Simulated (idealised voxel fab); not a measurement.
A process module follows: voxel tone inversion.
Each square cell in cross-section cut measures 5 nm, and the section as a whole is 175 nm wide.
A cross-section is written here as square cells arranged in a grid, and it is given in bands from the top down, each band taking up one or more rows of cells.
What a band's entry tells you: where the top is and where the bottom is, as heights in nm, and after that what lies inside, material by material from left to right, each with its width in nm. Empty space is written as the word "air", and a single material marked with the word "all across" occupies the band from edge to edge.
Height datum 0, below which the as-received substrate wafer is one material. Lowest band open at the bottom, running downward: "0 -> down".
Width "30..40": first value at the band's top row of cells, second value at its bottom row, equal change from row to row.
The designation "stayed the same", where it is given for a processing step, indicates that no cell of the cross-section was altered in the course of that step.
"Unvented voids" means: voids of 8 cells or more that are shut off from the top with no open way through. Written width x height at distance, distance from the left edge, in nm.
Read whatever lies past the settings on a step's line as the simulator's own remark about the step.
overlay nm: right-of-plan distance of the mask on a masked step; negative values mean left-of-plan.

List of planned process steps
step 1: op RECEIVE | material Si
step 2: op CONFORMAL_DEP | material SiN | thk nm 5
step 3: op DIRECTIONAL_DEP | material aC | thk nm 20
step 4: op PATTERN | tone cover | mask id POSTS | material resist | width nm 25 | pitch nm 40 | thk nm 25 | overlay nm 0
step 5: op DIRECTIONAL_ETCH | etch materials aC | depth nm 20
step 6: op STRIP | etch materials resist
step 7: op FILL_DEP | material SiO2 | thk nm 10
step 8: op CMP | height nm 25
step 9: op STRIP | etch materials aC
step 10: op CONFORMAL_DEP | material TiN | thk nm 5
step 11: op FILL_DEP | material Cu | thk nm 5
step 12: op CMP | height nm 25
step 13: op CONFORMAL_DEP | material SiN | thk nm 5
Don't read the plan's thk nm for step 13 as applying to every wafer: that's the first wafer's value, and the wafers differ in it, though they all start identical.

Cross-section, first of several wafers, as delivered after step 1
> 0 -> down  Si all across
> Unvented voids: none

The figure below presents a cross-section of the first of several wafers at the conclusion of the module, following its last step, step 13
> 30 -> 25  SiN all across
> 25 -> 10  15 nm SiO2 / 5 nm TiN / 15 nm Cu / 5 nm TiN / 15 nm SiO2 / 5 nm TiN / 15 nm Cu / 5 nm TiN / 15 nm SiO2 / 5 nm TiN / 15 nm Cu / 5 nm TiN / 15 nm SiO2 / 5 nm TiN / 15 nm Cu / 5 nm TiN / 15 nm SiO2
> 10 -> 5  15 nm SiO2 / 25 nm TiN / 15 nm SiO2 / 25 nm TiN / 15 nm SiO2 / 25 nm TiN / 15 nm SiO2 / 25 nm TiN / 15 nm SiO2
> 5 -> 0  SiN all across
> 0 -> down  Si all across
> Unvented voids: none

Cross-sectional view, end of module, last wafer of several
> 45 -> 25  SiN all across
> 25 -> 10  15 nm SiO2 / 5 nm TiN / 15 nm Cu / 5 nm TiN / 15 nm SiO2 / 5 nm TiN / 15 nm Cu / 5 nm TiN / 15 nm SiO2 / 5 nm TiN / 15 nm Cu / 5 nm TiN / 15 nm SiO2 / 5 nm TiN / 15 nm Cu / 5 nm TiN / 15 nm SiO2
> 10 -> 5  15 nm SiO2 / 25 nm TiN / 15 nm SiO2 / 25 nm TiN / 15 nm SiO2 / 25 nm TiN / 15 nm SiO2 / 25 nm TiN / 15 nm SiO2
> 5 -> 0  SiN all across
> 0 -> down  Si all across
> Unvented voids: none

Per wafer (row), end of module: delta in cells per material since receipt, (+) for gained, (-) for lost; closed voids after that
thk nm 5, +36 Cu, +70 SiN, +60 SiO2, +44 TiN, Unvented voids: none
thk nm 10, +36 Cu, +105 SiN, +60 SiO2, +44 TiN, Unvented voids: none
thk nm 15, +36 Cu, +140 SiN, +60 SiO2, +44 TiN, Unvented voids: none
thk nm 20, +36 Cu, +175 SiN, +60 SiO2, +44 TiN, Unvented voids: none
